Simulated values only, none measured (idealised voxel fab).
process module | voxel ribs on slabs
cross-section cut | 285 nm wide | cells 5 nm
A cross-section is a grid of square cells, given in bands from the top down. A band is one or more rows of cells.
Each band's line starts with the height of the band's top and of its bottom, in nm. Then come its materials from left to right, each with its width in nm. One material with "throughout" fills the band from edge to edge. "air" is empty space.
Height 0 is the level under which the wafer as received is all one material. The lowest band goes on downwards, as in "0 down".
A width such as "30 to 40" changes by the same amount from each row of cells to the next, from the band's top row to its bottom row.
"no change" after a step means that no cell of the cross-section changed.
closed voids: empty space of 8 cells or more with no open way to the top, each as width x height at its distance from the left edge, in nm
after a step's settings: what the simulator itself notes on the step
overlay nm, on a step with a mask: how far to the right of its planned place the mask lay; to the left if negative
plan
1 op RECEIVE | material Si
2 op DIRECTIONAL_DEP | material SiO2 | thk nm 30
3 op DIRECTIONAL_DEP | material SiN | thk nm 15
4 op PATTERN | tone cover | mask id RIB | material resist | width nm 25 | thk nm 20 | overlay nm 0
5 op DIRECTIONAL_ETCH | etch materials SiN | depth nm 5
6 op STRIP | etch materials resist
7 op MASKED_ETCH | tone cover | mask id SLAB | width nm 55 | etch materials SiN | depth nm 10 | overlay nm 0
8 op FILL_DEP | material SiO2 | thk nm 20
9 op CMP | height nm 55
10 op DIRECTIONAL_DEP | material W | thk nm 10
11 op MASKED_ETCH | tone cover | mask id HEATER | width nm 35 | etch materials W | depth nm 10 | overlay nm 0
12 op CONFORMAL_DEP | material SiO2 | thk nm 5
first wafer, as planned
as received, after step 1
  0 down: Si throughout
  closed voids: none
after step 2
  30 to 0: SiO2 throughout
  below 0: unchanged
after step 3
  45 to 30: SiN throughout
  below 30: unchanged
after step 4
  65 to 45: air 130 | resist 25 | air 130
  below 45: unchanged
after step 5
  65 to 45: air 130 | resist 25 | air 130
  45 to 40: air 130 | SiN 25 | air 130
  below 40: unchanged
after step 6
  45 to 40: air 130 | SiN 25 | air 130
  below 40: unchanged
after step 7
  45 to 40: air 130 | SiN 25 | air 130
  40 to 30: air 115 | SiN 55 | air 115
  below 30: unchanged
after step 8
  65 to 45: SiO2 throughout
  45 to 40: SiO2 130 | SiN 25 | SiO2 130
  40 to 30: SiO2 115 | SiN 55 | SiO2 115
  below 30: unchanged
after step 9
  55 to 45: SiO2 throughout
  below 45: unchanged
after step 10
  65 to 55: W throughout
  below 55: unchanged
after step 11
  65 to 55: air 125 | W 35 | air 125
  below 55: unchanged
after step 12
  70 to 65: air 120 | SiO2 45 | air 120
  65 to 60: air 120 | SiO2 5 | W 35 | SiO2 5 | air 120
  60 to 55: SiO2 125 | W 35 | SiO2 125
  below 55: unchanged
second wafer: like start, like plan, one mistake. Through step 1 it matches the first wafer
when step 2 should have ended
  25 to 0: SiO2 throughout
  below 0: unchanged
when step 3 should have ended
  40 to 25: SiN throughout
  below 25: unchanged
when step 4 should have ended
  60 to 40: air 130 | resist 25 | air 130
  below 40: unchanged
when step 5 should have ended
  60 to 40: air 130 | resist 25 | air 130
  40 to 35: air 130 | SiN 25 | air 130
  below 35: unchanged
when step 6 should have ended
  40 to 35: air 130 | SiN 25 | air 130
  below 35: unchanged
when step 7 should have ended
  40 to 35: air 130 | SiN 25 | air 130
  35 to 25: air 115 | SiN 55 | air 115
  below 25: unchanged
when step 8 should have ended
  60 to 40: SiO2 throughout
  40 to 35: SiO2 130 | SiN 25 | SiO2 130
  35 to 25: SiO2 115 | SiN 55 | SiO2 115
  below 25: unchanged
when step 9 should have ended
  55 to 40: SiO2 throughout
  below 40: unchanged
when step 10 should have ended
  65 to 55: W throughout
  below 55: unchanged
when step 11 should have ended
  65 to 55: air 125 | W 35 | air 125
  below 55: unchanged
when step 12 should have ended
  70 to 65: air 120 | SiO2 45 | air 120
  65 to 60: air 120 | SiO2 5 | W 35 | SiO2 5 | air 120
  60 to 55: SiO2 125 | W 35 | SiO2 125
  below 55: unchanged
what went wrong: step 2 ran as: op DIRECTIONAL_DEP | material SiO2 | thk nm 25
at the end the second wafer has, in cells: as many of each material as the first, in other places
